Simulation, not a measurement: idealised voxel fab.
process module | voxel capacitor over wiring
cross-section cut | 260 nm wide | cells 5 nm
A cross-section is a grid of square cells, given in bands from the top down. A band is one or more rows of cells.
Each band's line starts with the height of the band's top and of its bottom, in nm. Then come its materials from left to right, each with its width in nm. One material with "throughout" fills the band from edge to edge. "air" is empty space.
Height 0 is the level under which the wafer as received is all one material. The lowest band goes on downwards, as in "0 down".
A width such as "30 to 40" changes by the same amount from each row of cells to the next, from the band's top row to its bottom row.
"no change" after a step means that no cell of the cross-section changed.
closed voids: empty space of 8 cells or more with no open way to the top, each as width x height at its distance from the left edge, in nm
after a step's settings: what the simulator itself notes on the step
overlay nm, on a step with a mask: how far to the right of its planned place the mask lay; to the left if negative
plan
1 op RECEIVE | material Si
2 op CONFORMAL_DEP | material SiO2 | thk nm 15
3 op CONFORMAL_DEP | material SiCN | thk nm 5
4 op DIRECTIONAL_DEP | material lowk | thk nm 25
5 op DIRECTIONAL_DEP | material aC | thk nm 10
6 op PATTERN | tone open | mask id METAL_1 | material resist | width nm 20 | pitch nm 80 | thk nm 30 | overlay nm 0
7 op DIRECTIONAL_ETCH | etch materials aC | depth nm 10
8 op STRIP | etch materials resist
9 op DIRECTIONAL_ETCH | etch materials lowk | depth nm 25
10 op DIRECTIONAL_ETCH | etch materials SiCN | depth nm 5
11 op STRIP | etch materials aC
12 op CONFORMAL_DEP | material TiN | thk nm 5
13 op FILL_DEP | material Ru | thk nm 5
14 op CMP | height nm 45
15 op EPI | material Ru | thk nm 5
16 op FILL_DEP | material SiCN | thk nm 5
17 op DIRECTIONAL_DEP | material SiO2 | thk nm 20
18 op MASKED_ETCH | tone open | mask id PLUG_1 | width nm 15 | etch materials SiO2 | depth nm 20 | overlay nm 0
19 op MASKED_ETCH | tone open | mask id PLUG_1 | width nm 15 | etch materials SiCN | depth nm 5 | overlay nm 0
20 op CONFORMAL_DEP | material TiN | thk nm 5
21 op FILL_DEP | material W | thk nm 10
22 op CMP | height nm 75
23 op DIRECTIONAL_DEP | material TiN | thk nm 5
24 op DIRECTIONAL_DEP | material Al2O3 | thk nm 5
25 op DIRECTIONAL_DEP | material TiN | thk nm 10
26 op PATTERN | tone cover | mask id UPPER_PLATE | material resist | width nm 65 | thk nm 15 | overlay nm 0
27 op DIRECTIONAL_ETCH | etch materials TiN | depth nm 10
28 op DIRECTIONAL_ETCH | etch materials Al2O3 | depth nm 5
29 op STRIP | etch materials resist
30 op PATTERN | tone cover | mask id LOWER_PLATE | material resist | width nm 75 | thk nm 15 | overlay nm 0
31 op DIRECTIONAL_ETCH | etch materials TiN | depth nm 5
32 op STRIP | etch materials resist
33 op FILL_DEP | material SiO2 | thk nm 20
34 op CMP | height nm 110
35 op PATTERN | tone open | mask id PLUG_2 | material resist | width nm 15 | thk nm 15 | overlay nm 0
36 op DIRECTIONAL_ETCH | etch materials SiO2 | depth nm 15
37 op STRIP | etch materials resist
38 op CONFORMAL_DEP | material TiN | thk nm 5
39 op FILL_DEP | material Ru | thk nm 10
40 op CMP | height nm 110
41 op CONFORMAL_DEP | material SiCN | thk nm 5
as received, after step 1
  0 down: Si throughout
  closed voids: none
first wafer at the end, as planned
  115 to 110: SiCN throughout
  110 to 100: SiO2 95 | TiN 5 | Ru 5 | TiN 5 | SiO2 150
  100 to 95: SiO2 95 | TiN 15 | SiO2 150
  95 to 85: SiO2 85 | TiN 65 | SiO2 110
  85 to 80: SiO2 85 | Al2O3 65 | SiO2 110
  80 to 75: SiO2 80 | TiN 75 | SiO2 105
  75 to 55: SiO2 85 | TiN 5 | W 5 | TiN 5 | SiO2 160
  55 to 50: SiCN 85 | TiN 15 | SiCN 160
  50 to 45: SiCN 75 | Ru 30 | SiCN 50 | Ru 30 | SiCN 75
  45 to 20: lowk 80 | TiN 5 | Ru 10 | TiN 5 | lowk 60 | TiN 5 | Ru 10 | TiN 5 | lowk 80
  20 to 15: SiCN 80 | TiN 20 | SiCN 60 | TiN 20 | SiCN 80
  15 to 0: SiO2 throughout
  0 down: Si throughout
  closed voids: none
second wafer at the end: like start, like plan, one mistake
  115 to 110: SiCN throughout
  110 to 100: SiO2 95 | TiN 5 | Ru 5 | TiN 5 | SiO2 150
  100 to 95: SiO2 95 | TiN 15 | SiO2 150
  95 to 90: SiO2 80 | TiN 5 | SiO2 65 | TiN 5 | SiO2 105
  90 to 85: TiN 85 | SiO2 65 | TiN 110
  85 to 80: Al2O3 85 | SiO2 65 | Al2O3 110
  80 to 75: TiN throughout
  75 to 55: SiO2 85 | TiN 5 | W 5 | TiN 5 | SiO2 160
  55 to 50: SiCN 85 | TiN 15 | SiCN 160
  50 to 45: SiCN 75 | Ru 30 | SiCN 50 | Ru 30 | SiCN 75
  45 to 20: lowk 80 | TiN 5 | Ru 10 | TiN 5 | lowk 60 | TiN 5 | Ru 10 | TiN 5 | lowk 80
  20 to 15: SiCN 80 | TiN 20 | SiCN 60 | TiN 20 | SiCN 80
  15 to 0: SiO2 throughout
  0 down: Si throughout
  closed voids: none
what went wrong: step 26 ran as: op PATTERN | tone open | mask id UPPER_PLATE | material resist | width nm 65 | thk nm 15 | overlay nm 0
at the end the second wafer has, in cells: 26 more of Al2O3 | 78 fewer of SiO2 | 52 more of TiN
